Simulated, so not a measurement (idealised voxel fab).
Herein follows the process module entitled voxel local oxidation.
Section shown: cut. Width: 140 nm. Cell size: 5 nm, square.
Throughout this document, each cross-section is represented as a grid of square cells and is presented as a sequence of bands enumerated from the top downward, where a band comprises one or more rows of cells.
Read a band's entry like this: the first values are the height of its top and the height of its bottom in nm, and what follows is the sequence of materials from left to right, each with its width in nm. Note that "air" is empty space, and that a single material marked "full width" reaches across the band from edge to edge.
Zero point of the height axis is 0; under it, received wafer = one material. Lowest band: continues down indefinitely, "0 down".
With a width like "30->40", each row of cells in the band differs from the next by the same amount, the top row carrying the first number and the bottom row the second.
Any step labelled "remains unaltered" changed none of the cells in the cross-section.
You'll see "Entrapped voids" listing empty spaces that have no way open to the top, as long as they're 8 cells or more; the notation is width x height at distance, where the distance is from the left edge, and all of it is in nm.
Note: text after step settings on the step line = simulator remark on that step.
If you see "overlay nm" on a step's line and that step has a mask, it's telling you how far right of where it was planned the mask ended up; a negative number means it went left instead.
Planned step list for the process
1 op RECEIVE | material Si
2 op OXIDIZE | depth nm 5
3 op CONFORMAL_DEP | material SiN | thk nm 10
4 op PATTERN | tone cover | mask id ACTIVE | material resist | width nm 95 | thk nm 15 | overlay nm 0
5 op DIRECTIONAL_ETCH | etch materials SiN | depth nm 10
6 op STRIP | etch materials resist
7 op SELECTIVE_ETCH | etch materials SiO2 | depth nm 5
8 op OXIDIZE | depth nm 10
9 op STRIP | etch materials SiN
Cross-section: wafer on arrival = after step 1
> 0 down | Si full width
> Entrapped voids: none
A wafer at the end: this start, this plan, one mistake
> 0 to -5 | air=20, then SiO2=95, then air=25
> -5 to -15 | SiO2=30, then Si=75, then SiO2=35
> -15 down | Si full width
> Entrapped voids: none
Finding, execution versus plan: step 4 was processed under conditions differing from the plan, specifically as op PATTERN | tone cover | mask id ACTIVE | material resist | width nm 105 | thk nm 15 | overlay nm 0
